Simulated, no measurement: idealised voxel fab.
Proc. module: voxel self aligned vias
We display cut, a cross-section 295 nm in width whose square cells are each 5 nm.
The cross-sections in this document take the form of a grid made of square cells. They are written out as bands, in order from top to bottom. Each band consists of one or more rows of cells.
Heights first: top, then bottom, in nm. Then materials, left to right, each with a width in nm. "edge to edge" on a single material: fills the band edge to edge. "empty": empty space.
Height datum 0, below which the as-received substrate wafer is one material. Lowest band open at the bottom, running downward: "z 0 and below".
Per-row width for "30..40": begins at first number (top row of band), ends at second number (bottom row), increment between rows held constant.
It should be understood that the words "no change", when stated for a given step, signify that the cross-section underwent no change in any of its cells during that step.
"Voids, fully enclosed" means: voids of 8 cells or more that are shut off from the top with no open way through. Written width x height at distance, distance from the left edge, in nm.
It should be noted that, on the line of a given step, the content following the step's settings is a remark produced by the simulator itself with respect to that step.
Regarding "overlay nm": on a step with a mask, it is the distance the mask lay to the right of its planned place; a negative value places it to the left.

This section lists the process steps that were planned:
1: op RECEIVE | material Si
2: op CONFORMAL_DEP | material SiO2 | thk nm 15
3: op CONFORMAL_DEP | material SiCN | thk nm 5
4: op DIRECTIONAL_DEP | material SiO2 | thk nm 30
5: op PATTERN | tone open | mask id LINES | material resist | width nm 25 | pitch nm 60 | thk nm 20 | overlay nm 0
6: op DIRECTIONAL_ETCH | etch materials SiO2 | depth nm 30
7: op STRIP | etch materials resist
8: op CONFORMAL_DEP | material TiN | thk nm 5
9: op FILL_DEP | material W | thk nm 10
10: op CMP | height nm 50
11: op SELECTIVE_ETCH | etch materials W Ru TiN | depth nm 5
12: op FILL_DEP | material SiN | thk nm 10
13: op CMP | height nm 50
14: op DIRECTIONAL_DEP | material SiO2 | thk nm 15
15: op DIRECTIONAL_DEP | material aC | thk nm 15
16: op PATTERN | tone open | mask id VIAS | material resist | width nm 35 | pitch nm 60 | thk nm 30 | overlay nm 0
17: op DIRECTIONAL_ETCH | etch materials aC | depth nm 15
18: op STRIP | etch materials resist
19: op DIRECTIONAL_ETCH | etch materials SiO2 | depth nm 15
20: op DIRECTIONAL_ETCH | etch materials SiN | depth nm 5
21: op STRIP | etch materials aC
22: op CONFORMAL_DEP | material TiN | thk nm 5
23: op FILL_DEP | material Cu | thk nm 10
24: op CMP | height nm 65
25: op CONFORMAL_DEP | material SiN | thk nm 5

So, the first of our two wafers, run just as we planned it:

The cross-section here shows the wafer as received, i.e. in its state after step 1:
> z 0 and below: Si edge to edge
> Voids, fully enclosed: none

After step 2, in cross-section:
> z 15 to 0: SiO2 edge to edge
> Below 0 it's all the same as before, nothing changed down there.

After step 3, in cross-section:
> z 20 to 15: SiCN edge to edge
> Below 15 it's all the same as before, nothing changed down there.

After step 4, in cross-section:
> z 50 to 20: SiO2 edge to edge
> Below 20 it's all the same as before, nothing changed down there.

After step 5, in cross-section:
> z 70 to 50: resist 75 nm, empty 25 nm, resist 35 nm, empty 25 nm, resist 35 nm, empty 25 nm, resist 75 nm
> Below 50 it's all the same as before, nothing changed down there.

After step 6, in cross-section:
> z 70 to 50: resist 75 nm, empty 25 nm, resist 35 nm, empty 25 nm, resist 35 nm, empty 25 nm, resist 75 nm
> z 50 to 20: SiO2 75 nm, empty 25 nm, SiO2 35 nm, empty 25 nm, SiO2 35 nm, empty 25 nm, SiO2 75 nm
> Below 20 it's all the same as before, nothing changed down there.

After step 7, in cross-section:
> z 50 to 20: SiO2 75 nm, empty 25 nm, SiO2 35 nm, empty 25 nm, SiO2 35 nm, empty 25 nm, SiO2 75 nm
> Below 20 it's all the same as before, nothing changed down there.

After step 8, in cross-section:
> z 55 to 50: TiN 80 nm, empty 15 nm, TiN 45 nm, empty 15 nm, TiN 45 nm, empty 15 nm, TiN 80 nm
> z 50 to 25: SiO2 75 nm, TiN 5 nm, empty 15 nm, TiN 5 nm, SiO2 35 nm, TiN 5 nm, empty 15 nm, TiN 5 nm, SiO2 35 nm, TiN 5 nm, empty 15 nm, TiN 5 nm, SiO2 75 nm
> z 25 to 20: SiO2 75 nm, TiN 25 nm, SiO2 35 nm, TiN 25 nm, SiO2 35 nm, TiN 25 nm, SiO2 75 nm
> Below 20 it's all the same as before, nothing changed down there.

After step 9, in cross-section:
> z 65 to 55: W edge to edge
> z 55 to 50: TiN 80 nm, W 15 nm, TiN 45 nm, W 15 nm, TiN 45 nm, W 15 nm, TiN 80 nm
> z 50 to 25: SiO2 75 nm, TiN 5 nm, W 15 nm, TiN 5 nm, SiO2 35 nm, TiN 5 nm, W 15 nm, TiN 5 nm, SiO2 35 nm, TiN 5 nm, W 15 nm, TiN 5 nm, SiO2 75 nm
> Below 25 it's all the same as before, nothing changed down there.

After step 10, in cross-section:
> z 50 to 25: SiO2 75 nm, TiN 5 nm, W 15 nm, TiN 5 nm, SiO2 35 nm, TiN 5 nm, W 15 nm, TiN 5 nm, SiO2 35 nm, TiN 5 nm, W 15 nm, TiN 5 nm, SiO2 75 nm
> Below 25 it's all the same as before, nothing changed down there.

After step 11, in cross-section:
> z 50 to 45: SiO2 75 nm, empty 25 nm, SiO2 35 nm, empty 25 nm, SiO2 35 nm, empty 25 nm, SiO2 75 nm
> Below 45 it's all the same as before, nothing changed down there.

After step 12, in cross-section:
> z 60 to 50: SiN edge to edge
> z 50 to 45: SiO2 75 nm, SiN 25 nm, SiO2 35 nm, SiN 25 nm, SiO2 35 nm, SiN 25 nm, SiO2 75 nm
> Below 45 it's all the same as before, nothing changed down there.

After step 13, in cross-section:
> z 50 to 45: SiO2 75 nm, SiN 25 nm, SiO2 35 nm, SiN 25 nm, SiO2 35 nm, SiN 25 nm, SiO2 75 nm
> Below 45 it's all the same as before, nothing changed down there.

After step 14, in cross-section:
> z 65 to 50: SiO2 edge to edge
> Below 50 it's all the same as before, nothing changed down there.

After step 15, in cross-section:
> z 80 to 65: aC edge to edge
> Below 65 it's all the same as before, nothing changed down there.

After step 16, in cross-section:
> z 110 to 80: resist 70 nm, empty 35 nm, resist 25 nm, empty 35 nm, resist 25 nm, empty 35 nm, resist 70 nm
> Below 80 it's all the same as before, nothing changed down there.

After step 17, in cross-section:
> z 95 to 80: resist 70 nm, empty 35 nm, resist 25 nm, empty 35 nm, resist 25 nm, empty 35 nm, resist 70 nm
> z 80 to 65: aC 70 nm, empty 35 nm, aC 25 nm, empty 35 nm, aC 25 nm, empty 35 nm, aC 70 nm
> Below 65 it's all the same as before, nothing changed down there.

After step 18, in cross-section:
> z 80 to 65: aC 70 nm, empty 35 nm, aC 25 nm, empty 35 nm, aC 25 nm, empty 35 nm, aC 70 nm
> Below 65 it's all the same as before, nothing changed down there.

After step 19, in cross-section:
> z 80 to 65: aC 70 nm, empty 35 nm, aC 25 nm, empty 35 nm, aC 25 nm, empty 35 nm, aC 70 nm
> z 65 to 50: SiO2 70 nm, empty 35 nm, SiO2 25 nm, empty 35 nm, SiO2 25 nm, empty 35 nm, SiO2 70 nm
> Below 50 it's all the same as before, nothing changed down there.

After step 20, in cross-section:
> z 80 to 65: aC 70 nm, empty 35 nm, aC 25 nm, empty 35 nm, aC 25 nm, empty 35 nm, aC 70 nm
> z 65 to 50: SiO2 70 nm, empty 35 nm, SiO2 25 nm, empty 35 nm, SiO2 25 nm, empty 35 nm, SiO2 70 nm
> z 50 to 45: SiO2 75 nm, empty 25 nm, SiO2 35 nm, empty 25 nm, SiO2 35 nm, empty 25 nm, SiO2 75 nm
> Below 45 it's all the same as before, nothing changed down there.

After step 21, in cross-section:
> z 65 to 50: SiO2 70 nm, empty 35 nm, SiO2 25 nm, empty 35 nm, SiO2 25 nm, empty 35 nm, SiO2 70 nm
> Below 50 it's all the same as before, nothing changed down there.

After step 22, in cross-section:
> z 70 to 65: TiN 75 nm, empty 25 nm, TiN 35 nm, empty 25 nm, TiN 35 nm, empty 25 nm, TiN 75 nm
> z 65 to 55: SiO2 70 nm, TiN 5 nm, empty 25 nm, TiN 5 nm, SiO2 25 nm, TiN 5 nm, empty 25 nm, TiN 5 nm, SiO2 25 nm, TiN 5 nm, empty 25 nm, TiN 5 nm, SiO2 70 nm
> z 55 to 50: SiO2 70 nm, TiN 10 nm, empty 15 nm, TiN 10 nm, SiO2 25 nm, TiN 10 nm, empty 15 nm, TiN 10 nm, SiO2 25 nm, TiN 10 nm, empty 15 nm, TiN 10 nm, SiO2 70 nm
> z 50 to 45: SiO2 75 nm, TiN 25 nm, SiO2 35 nm, TiN 25 nm, SiO2 35 nm, TiN 25 nm, SiO2 75 nm
> Below 45 it's all the same as before, nothing changed down there.

After step 23, in cross-section:
> z 80 to 70: Cu edge to edge
> z 70 to 65: TiN 75 nm, Cu 25 nm, TiN 35 nm, Cu 25 nm, TiN 35 nm, Cu 25 nm, TiN 75 nm
> z 65 to 55: SiO2 70 nm, TiN 5 nm, Cu 25 nm, TiN 5 nm, SiO2 25 nm, TiN 5 nm, Cu 25 nm, TiN 5 nm, SiO2 25 nm, TiN 5 nm, Cu 25 nm, TiN 5 nm, SiO2 70 nm
> z 55 to 50: SiO2 70 nm, TiN 10 nm, Cu 15 nm, TiN 10 nm, SiO2 25 nm, TiN 10 nm, Cu 15 nm, TiN 10 nm, SiO2 25 nm, TiN 10 nm, Cu 15 nm, TiN 10 nm, SiO2 70 nm
> Below 50 it's all the same as before, nothing changed down there.

After step 24, in cross-section:
> z 65 to 55: SiO2 70 nm, TiN 5 nm, Cu 25 nm, TiN 5 nm, SiO2 25 nm, TiN 5 nm, Cu 25 nm, TiN 5 nm, SiO2 25 nm, TiN 5 nm, Cu 25 nm, TiN 5 nm, SiO2 70 nm
> Below 55 it's all the same as before, nothing changed down there.

After step 25, in cross-section:
> z 70 to 65: SiN edge to edge
> Below 65 it's all the same as before, nothing changed down there.

Second wafer, same starting state and plan as the first, one mistake in the run, identical through step 24:

At the planned end of step 25, the second wafer in cross-section:
> z 70 to 65: W edge to edge
> Below 65 it's all the same as before, nothing changed down there.
Want to know what went wrong? step 25 ran differently from the plan; actual operation with settings: op CONFORMAL_DEP | material W | thk nm 5
Count the cells at the end and the second wafer has more or fewer of some materials than the first: 59 fewer of SiN; 59 more of W
